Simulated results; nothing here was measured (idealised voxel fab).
A process module follows: voxel gate over fins.
Pictured: cross-section cut, 235 nm wide, on a grid of 5 nm square cells.
If you're reading a cross-section in this doc, picture square cells in a grid; it comes to you as bands, top ones listed first down to the bottom, and a band can be one or more rows of cells. Heads up on the band format: heights come first, top then bottom, in nm. After that it's the materials left to right, each with its width in nm. A single material flagged "full width" fills the whole band edge to edge, and "air" means there's empty space there. Heights from 0 (as-received wafer is one material below). Bottom band endless downward, as "top 0, no bottom". Per-row width for "30..40": begins at first number (top row of band), ends at second number (bottom row), increment between rows held constant. Where a step carries "remains unaltered", the cross-section came out of it unchanged, cell for cell. If an empty space has no open way to the top and is at least 8 cells in size, "Unvented cavities" lists it, written width x height at distance, where distance is measured from the left edge and every value is in nm. Note: text after step settings on the step line = simulator remark on that step. What "overlay nm" on a step's line means: if the step has a mask, that mask lay this far to the right of its planned place, or, when the value is negative, to the left.

-- The process steps that were planned are listed below
step 1: RECEIVE with material Si
step 2: CONFORMAL_DEP with material SiN, thk nm 10
step 3: MASKED_ETCH with tone cover, mask id FINS, width nm 15, pitch nm 50, etch materials SiN, depth nm 10, overlay nm 0
step 4: MASKED_ETCH with tone cover, mask id FINS, width nm 15, pitch nm 50, etch materials Si, depth nm 30, overlay nm 0
step 5: OXIDIZE with depth nm 5
step 6: FILL_DEP with material SiO2, thk nm 10
step 7: CMP with height nm 10
step 8: PATTERN with tone open, mask id RAIL, material resist, width nm 15, thk nm 15, overlay nm 0
step 9: DIRECTIONAL_ETCH with etch materials SiO2, depth nm 35
step 10: STRIP with etch materials resist
step 11: CONFORMAL_DEP with material TiN, thk nm 5
step 12: FILL_DEP with material W, thk nm 5
step 13: CMP with height nm 10
step 14: SELECTIVE_ETCH with etch materials W Ru TiN, depth nm 30
step 15: FILL_DEP with material SiO2, thk nm 5
step 16: CMP with height nm 10
step 17: SELECTIVE_ETCH with etch materials SiO2, depth nm 20
step 18: STRIP with etch materials SiN
step 19: CONFORMAL_DEP with material HfO2, thk nm 5
step 20: CONFORMAL_DEP with material TiN, thk nm 5
step 21: CONFORMAL_DEP with material TiAl, thk nm 5
step 22: CONFORMAL_DEP with material TiN, thk nm 5
step 23: FILL_DEP with material W, thk nm 10
step 24: CMP with height nm 25
step 25: CONFORMAL_DEP with material SiN, thk nm 5

-- Below: the first of two wafers, run as planned

-- Step 1 complete: cross-section of the wafer as received
* top 0, no bottom  Si full width
* Unvented cavities: none

-- Step 2 done - wafer cross-section
* top 10, bottom 0  SiN full width
* Below 0, no change.

-- Step 3 done - wafer cross-section
* top 10, bottom 0  air=35, SiN=15, air=35, SiN=15, air=35, SiN=15, air=35, SiN=15, air=35
* Below 0, no change.

-- Step 4 done - wafer cross-section
* top 10, bottom 0  air=35, SiN=15, air=35, SiN=15, air=35, SiN=15, air=35, SiN=15, air=35
* top 0, bottom -30  air=35, Si=15, air=35, Si=15, air=35, Si=15, air=35, Si=15, air=35
* Below -30, no change.

-- Step 5 done - wafer cross-section
* top 10, bottom 0  air=35, SiN=15, air=35, SiN=15, air=35, SiN=15, air=35, SiN=15, air=35
* top 0, bottom -30  air=35, SiO2=5, Si=5, SiO2=5, air=35, SiO2=5, Si=5, SiO2=5, air=35, SiO2=5, Si=5, SiO2=5, air=35, SiO2=5, Si=5, SiO2=5, air=35
* top -30, bottom -35  SiO2=40, Si=5, SiO2=45, Si=5, SiO2=45, Si=5, SiO2=45, Si=5, SiO2=40
* Below -35, no change.

-- Step 6 done - wafer cross-section
* top 20, bottom 10  SiO2 full width
* top 10, bottom 0  SiO2=35, SiN=15, SiO2=35, SiN=15, SiO2=35, SiN=15, SiO2=35, SiN=15, SiO2=35
* top 0, bottom -35  SiO2=40, Si=5, SiO2=45, Si=5, SiO2=45, Si=5, SiO2=45, Si=5, SiO2=40
* Below -35, no change.

-- Step 7 done - wafer cross-section
* top 10, bottom 0  SiO2=35, SiN=15, SiO2=35, SiN=15, SiO2=35, SiN=15, SiO2=35, SiN=15, SiO2=35
* Below 0, no change.

-- Step 8 done - wafer cross-section
* top 25, bottom 10  resist=60, air=15, resist=160
* Below 10, no change.

-- Step 9 done - wafer cross-section
* top 25, bottom 10  resist=60, air=15, resist=160
* top 10, bottom 0  SiO2=35, SiN=15, SiO2=10, air=15, SiO2=10, SiN=15, SiO2=35, SiN=15, SiO2=35, SiN=15, SiO2=35
* top 0, bottom -25  SiO2=40, Si=5, SiO2=15, air=15, SiO2=15, Si=5, SiO2=45, Si=5, SiO2=45, Si=5, SiO2=40
* Below -25, no change.

-- Step 10 done - wafer cross-section
* top 10, bottom 0  SiO2=35, SiN=15, SiO2=10, air=15, SiO2=10, SiN=15, SiO2=35, SiN=15, SiO2=35, SiN=15, SiO2=35
* Below 0, no change.

-- Step 11 done - wafer cross-section
* top 15, bottom 10  TiN=65, air=5, TiN=165
* top 10, bottom 0  SiO2=35, SiN=15, SiO2=10, TiN=5, air=5, TiN=5, SiO2=10, SiN=15, SiO2=35, SiN=15, SiO2=35, SiN=15, SiO2=35
* top 0, bottom -20  SiO2=40, Si=5, SiO2=15, TiN=5, air=5, TiN=5, SiO2=15, Si=5, SiO2=45, Si=5, SiO2=45, Si=5, SiO2=40
* top -20, bottom -25  SiO2=40, Si=5, SiO2=15, TiN=15, SiO2=15, Si=5, SiO2=45, Si=5, SiO2=45, Si=5, SiO2=40
* Below -25, no change.

-- Step 12 done - wafer cross-section
* top 20, bottom 15  W full width
* top 15, bottom 10  TiN=65, W=5, TiN=165
* top 10, bottom 0  SiO2=35, SiN=15, SiO2=10, TiN=5, W=5, TiN=5, SiO2=10, SiN=15, SiO2=35, SiN=15, SiO2=35, SiN=15, SiO2=35
* top 0, bottom -20  SiO2=40, Si=5, SiO2=15, TiN=5, W=5, TiN=5, SiO2=15, Si=5, SiO2=45, Si=5, SiO2=45, Si=5, SiO2=40
* Below -20, no change.

-- Step 13 done - wafer cross-section
* top 10, bottom 0  SiO2=35, SiN=15, SiO2=10, TiN=5, W=5, TiN=5, SiO2=10, SiN=15, SiO2=35, SiN=15, SiO2=35, SiN=15, SiO2=35
* Below 0, no change.

-- Step 14 done - wafer cross-section
* top 10, bottom 0  SiO2=35, SiN=15, SiO2=10, air=15, SiO2=10, SiN=15, SiO2=35, SiN=15, SiO2=35, SiN=15, SiO2=35
* top 0, bottom -20  SiO2=40, Si=5, SiO2=15, air=15, SiO2=15, Si=5, SiO2=45, Si=5, SiO2=45, Si=5, SiO2=40
* Below -20, no change.

-- Step 15 done - wafer cross-section
* top 15, bottom 10  SiO2 full width
* top 10, bottom 0  SiO2=35, SiN=15, SiO2=35, SiN=15, SiO2=35, SiN=15, SiO2=35, SiN=15, SiO2=35
* top 0, bottom -20  SiO2=40, Si=5, SiO2=45, Si=5, SiO2=45, Si=5, SiO2=45, Si=5, SiO2=40
* Below -20, no change.

-- Step 16 done - wafer cross-section
* top 10, bottom 0  SiO2=35, SiN=15, SiO2=35, SiN=15, SiO2=35, SiN=15, SiO2=35, SiN=15, SiO2=35
* Below 0, no change.

-- Step 17 done - wafer cross-section
* top 10, bottom 0  air=35, SiN=15, air=35, SiN=15, air=35, SiN=15, air=35, SiN=15, air=35
* top 0, bottom -10  air=40, Si=5, air=45, Si=5, air=45, Si=5, air=45, Si=5, air=40
* Below -10, no change.

-- Step 18 done - wafer cross-section
* top 0, bottom -10  air=40, Si=5, air=45, Si=5, air=45, Si=5, air=45, Si=5, air=40
* Below -10, no change.

-- Step 19 done - wafer cross-section
* top 5, bottom 0  air=35, HfO2=15, air=35, HfO2=15, air=35, HfO2=15, air=35, HfO2=15, air=35
* top 0, bottom -5  air=35, HfO2=5, Si=5, HfO2=5, air=35, HfO2=5, Si=5, HfO2=5, air=35, HfO2=5, Si=5, HfO2=5, air=35, HfO2=5, Si=5, HfO2=5, air=35
* top -5, bottom -10  HfO2=40, Si=5, HfO2=45, Si=5, HfO2=45, Si=5, HfO2=45, Si=5, HfO2=40
* Below -10, no change.

-- Step 20 done - wafer cross-section
* top 10, bottom 5  air=30, TiN=25, air=25, TiN=25, air=25, TiN=25, air=25, TiN=25, air=30
* top 5, bottom 0  air=30, TiN=5, HfO2=15, TiN=5, air=25, TiN=5, HfO2=15, TiN=5, air=25, TiN=5, HfO2=15, TiN=5, air=25, TiN=5, HfO2=15, TiN=5, air=30
* top 0, bottom -5  TiN=35, HfO2=5, Si=5, HfO2=5, TiN=35, HfO2=5, Si=5, HfO2=5, TiN=35, HfO2=5, Si=5, HfO2=5, TiN=35, HfO2=5, Si=5, HfO2=5, TiN=35
* Below -5, no change.

-- Step 21 done - wafer cross-section
* top 15, bottom 10  air=25, TiAl=35, air=15, TiAl=35, air=15, TiAl=35, air=15, TiAl=35, air=25
* top 10, bottom 5  air=25, TiAl=5, TiN=25, TiAl=5, air=15, TiAl=5, TiN=25, TiAl=5, air=15, TiAl=5, TiN=25, TiAl=5, air=15, TiAl=5, TiN=25, TiAl=5, air=25
* top 5, bottom 0  TiAl=30, TiN=5, HfO2=15, TiN=5, TiAl=25, TiN=5, HfO2=15, TiN=5, TiAl=25, TiN=5, HfO2=15, TiN=5, TiAl=25, TiN=5, HfO2=15, TiN=5, TiAl=30
* Below 0, no change.

-- Step 22 done - wafer cross-section
* top 20, bottom 15  air=20, TiN=45, air=5, TiN=45, air=5, TiN=45, air=5, TiN=45, air=20
* top 15, bottom 10  air=20, TiN=5, TiAl=35, TiN=5, air=5, TiN=5, TiAl=35, TiN=5, air=5, TiN=5, TiAl=35, TiN=5, air=5, TiN=5, TiAl=35, TiN=5, air=20
* top 10, bottom 5  TiN=25, TiAl=5, TiN=25, TiAl=5, TiN=15, TiAl=5, TiN=25, TiAl=5, TiN=15, TiAl=5, TiN=25, TiAl=5, TiN=15, TiAl=5, TiN=25, TiAl=5, TiN=25
* Below 5, no change.

-- Step 23 done - wafer cross-section
* top 30, bottom 20  W full width
* top 20, bottom 15  W=20, TiN=45, W=5, TiN=45, W=5, TiN=45, W=5, TiN=45, W=20
* top 15, bottom 10  W=20, TiN=5, TiAl=35, TiN=5, W=5, TiN=5, TiAl=35, TiN=5, W=5, TiN=5, TiAl=35, TiN=5, W=5, TiN=5, TiAl=35, TiN=5, W=20
* Below 10, no change.

-- Step 24 done - wafer cross-section
* top 25, bottom 20  W full width
* Below 20, no change.

-- Step 25 done - wafer cross-section
* top 30, bottom 25  SiN full width
* Below 25, no change.

-- Second wafer: same start and same plan as the first, one execution error; identical to the first through step 7

-- Cross-section of the second wafer at the time step 8 of the plan should have ended
* top 25, bottom 10  air=60, resist=15, air=160
* Below 10, no change.

-- Cross-section of the second wafer at the time step 9 of the plan should have ended
* top 25, bottom 10  air=60, resist=15, air=160
* top 10, bottom 0  air=35, SiN=15, air=10, SiO2=15, air=10, SiN=15, air=35, SiN=15, air=35, SiN=15, air=35
* top 0, bottom -25  air=35, SiO2=5, Si=5, SiO2=5, air=10, SiO2=15, air=10, SiO2=5, Si=5, SiO2=5, air=35, SiO2=5, Si=5, SiO2=5, air=35, SiO2=5, Si=5, SiO2=5, air=35
* Below -25, no change.

-- Cross-section of the second wafer at the time step 10 of the plan should have ended
* top 10, bottom 0  air=35, SiN=15, air=10, SiO2=15, air=10, SiN=15, air=35, SiN=15, air=35, SiN=15, air=35
* Below 0, no change.

-- Cross-section of the second wafer at the time step 11 of the plan should have ended
* top 15, bottom 10  air=30, TiN=75, air=25, TiN=25, air=25, TiN=25, air=30
* top 10, bottom 0  air=30, TiN=5, SiN=15, TiN=10, SiO2=15, TiN=10, SiN=15, TiN=5, air=25, TiN=5, SiN=15, TiN=5, air=25, TiN=5, SiN=15, TiN=5, air=30
* top 0, bottom -20  air=30, TiN=5, SiO2=5, Si=5, SiO2=5, TiN=10, SiO2=15, TiN=10, SiO2=5, Si=5, SiO2=5, TiN=5, air=25, TiN=5, SiO2=5, Si=5, SiO2=5, TiN=5, air=25, TiN=5, SiO2=5, Si=5, SiO2=5, TiN=5, air=30
* top -20, bottom -25  TiN=35, SiO2=5, Si=5, SiO2=5, TiN=10, SiO2=15, TiN=10, SiO2=5, Si=5, SiO2=5, TiN=35, SiO2=5, Si=5, SiO2=5, TiN=35, SiO2=5, Si=5, SiO2=5, TiN=35
* Below -25, no change.

-- Cross-section of the second wafer at the time step 12 of the plan should have ended
* top 20, bottom 15  W full width
* top 15, bottom 10  W=30, TiN=75, W=25, TiN=25, W=25, TiN=25, W=30
* top 10, bottom 0  W=30, TiN=5, SiN=15, TiN=10, SiO2=15, TiN=10, SiN=15, TiN=5, W=25, TiN=5, SiN=15, TiN=5, W=25, TiN=5, SiN=15, TiN=5, W=30
* top 0, bottom -20  W=30, TiN=5, SiO2=5, Si=5, SiO2=5, TiN=10, SiO2=15, TiN=10, SiO2=5, Si=5, SiO2=5, TiN=5, W=25, TiN=5, SiO2=5, Si=5, SiO2=5, TiN=5, W=25, TiN=5, SiO2=5, Si=5, SiO2=5, TiN=5, W=30
* Below -20, no change.

-- Cross-section of the second wafer at the time step 13 of the plan should have ended
* top 10, bottom 0  W=30, TiN=5, SiN=15, TiN=10, SiO2=15, TiN=10, SiN=15, TiN=5, W=25, TiN=5, SiN=15, TiN=5, W=25, TiN=5, SiN=15, TiN=5, W=30
* Below 0, no change.

-- Cross-section of the second wafer at the time step 14 of the plan should have ended
* top 10, bottom 0  air=35, SiN=15, air=10, SiO2=15, air=10, SiN=15, air=35, SiN=15, air=35, SiN=15, air=35
* top 0, bottom -20  air=35, SiO2=5, Si=5, SiO2=5, air=10, SiO2=15, air=10, SiO2=5, Si=5, SiO2=5, air=35, SiO2=5, Si=5, SiO2=5, air=35, SiO2=5, Si=5, SiO2=5, air=35
* Below -20, no change.

-- Cross-section of the second wafer at the time step 15 of the plan should have ended
* top 15, bottom 10  SiO2 full width
* top 10, bottom 0  SiO2=35, SiN=15, SiO2=35, SiN=15, SiO2=35, SiN=15, SiO2=35, SiN=15, SiO2=35
* top 0, bottom -20  SiO2=40, Si=5, SiO2=45, Si=5, SiO2=45, Si=5, SiO2=45, Si=5, SiO2=40
* Below -20, no change.

-- Cross-section of the second wafer at the time step 16 of the plan should have ended
* top 10, bottom 0  SiO2=35, SiN=15, SiO2=35, SiN=15, SiO2=35, SiN=15, SiO2=35, SiN=15, SiO2=35
* Below 0, no change.

-- Cross-section of the second wafer at the time step 17 of the plan should have ended
* top 10, bottom 0  air=35, SiN=15, air=35, SiN=15, air=35, SiN=15, air=35, SiN=15, air=35
* top 0, bottom -10  air=40, Si=5, air=45, Si=5, air=45, Si=5, air=45, Si=5, air=40
* Below -10, no change.

-- Cross-section of the second wafer at the time step 18 of the plan should have ended
* top 0, bottom -10  air=40, Si=5, air=45, Si=5, air=45, Si=5, air=45, Si=5, air=40
* Below -10, no change.

-- Cross-section of the second wafer at the time step 19 of the plan should have ended
* top 5, bottom 0  air=35, HfO2=15, air=35, HfO2=15, air=35, HfO2=15, air=35, HfO2=15, air=35
* top 0, bottom -5  air=35, HfO2=5, Si=5, HfO2=5, air=35, HfO2=5, Si=5, HfO2=5, air=35, HfO2=5, Si=5, HfO2=5, air=35, HfO2=5, Si=5, HfO2=5, air=35
* top -5, bottom -10  HfO2=40, Si=5, HfO2=45, Si=5, HfO2=45, Si=5, HfO2=45, Si=5, HfO2=40
* Below -10, no change.

-- Cross-section of the second wafer at the time step 20 of the plan should have ended
* top 10, bottom 5  air=30, TiN=25, air=25, TiN=25, air=25, TiN=25, air=25, TiN=25, air=30
* top 5, bottom 0  air=30, TiN=5, HfO2=15, TiN=5, air=25, TiN=5, HfO2=15, TiN=5, air=25, TiN=5, HfO2=15, TiN=5, air=25, TiN=5, HfO2=15, TiN=5, air=30
* top 0, bottom -5  TiN=35, HfO2=5, Si=5, HfO2=5, TiN=35, HfO2=5, Si=5, HfO2=5, TiN=35, HfO2=5, Si=5, HfO2=5, TiN=35, HfO2=5, Si=5, HfO2=5, TiN=35
* Below -5, no change.

-- Cross-section of the second wafer at the time step 21 of the plan should have ended
* top 15, bottom 10  air=25, TiAl=35, air=15, TiAl=35, air=15, TiAl=35, air=15, TiAl=35, air=25
* top 10, bottom 5  air=25, TiAl=5, TiN=25, TiAl=5, air=15, TiAl=5, TiN=25, TiAl=5, air=15, TiAl=5, TiN=25, TiAl=5, air=15, TiAl=5, TiN=25, TiAl=5, air=25
* top 5, bottom 0  TiAl=30, TiN=5, HfO2=15, TiN=5, TiAl=25, TiN=5, HfO2=15, TiN=5, TiAl=25, TiN=5, HfO2=15, TiN=5, TiAl=25, TiN=5, HfO2=15, TiN=5, TiAl=30
* Below 0, no change.

-- Cross-section of the second wafer at the time step 22 of the plan should have ended
* top 20, bottom 15  air=20, TiN=45, air=5, TiN=45, air=5, TiN=45, air=5, TiN=45, air=20
* top 15, bottom 10  air=20, TiN=5, TiAl=35, TiN=5, air=5, TiN=5, TiAl=35, TiN=5, air=5, TiN=5, TiAl=35, TiN=5, air=5, TiN=5, TiAl=35, TiN=5, air=20
* top 10, bottom 5  TiN=25, TiAl=5, TiN=25, TiAl=5, TiN=15, TiAl=5, TiN=25, TiAl=5, TiN=15, TiAl=5, TiN=25, TiAl=5, TiN=15, TiAl=5, TiN=25, TiAl=5, TiN=25
* Below 5, no change.

-- Cross-section of the second wafer at the time step 23 of the plan should have ended
* top 30, bottom 20  W full width
* top 20, bottom 15  W=20, TiN=45, W=5, TiN=45, W=5, TiN=45, W=5, TiN=45, W=20
* top 15, bottom 10  W=20, TiN=5, TiAl=35, TiN=5, W=5, TiN=5, TiAl=35, TiN=5, W=5, TiN=5, TiAl=35, TiN=5, W=5, TiN=5, TiAl=35, TiN=5, W=20
* Below 10, no change.

-- Cross-section of the second wafer at the time step 24 of the plan should have ended
* top 25, bottom 20  W full width
* Below 20, no change.

-- Cross-section of the second wafer at the time step 25 of the plan should have ended
* top 30, bottom 25  SiN full width
* Below 25, no change.
What went wrong in running the wafer? step 8 went in with a setting other than planned; the actual run was PATTERN with tone cover, mask id RAIL, material resist, width nm 15, thk nm 15, overlay nm 0
Final cells, second wafer relative to first, materials higher or lower: SiO2 -29; TiN +29
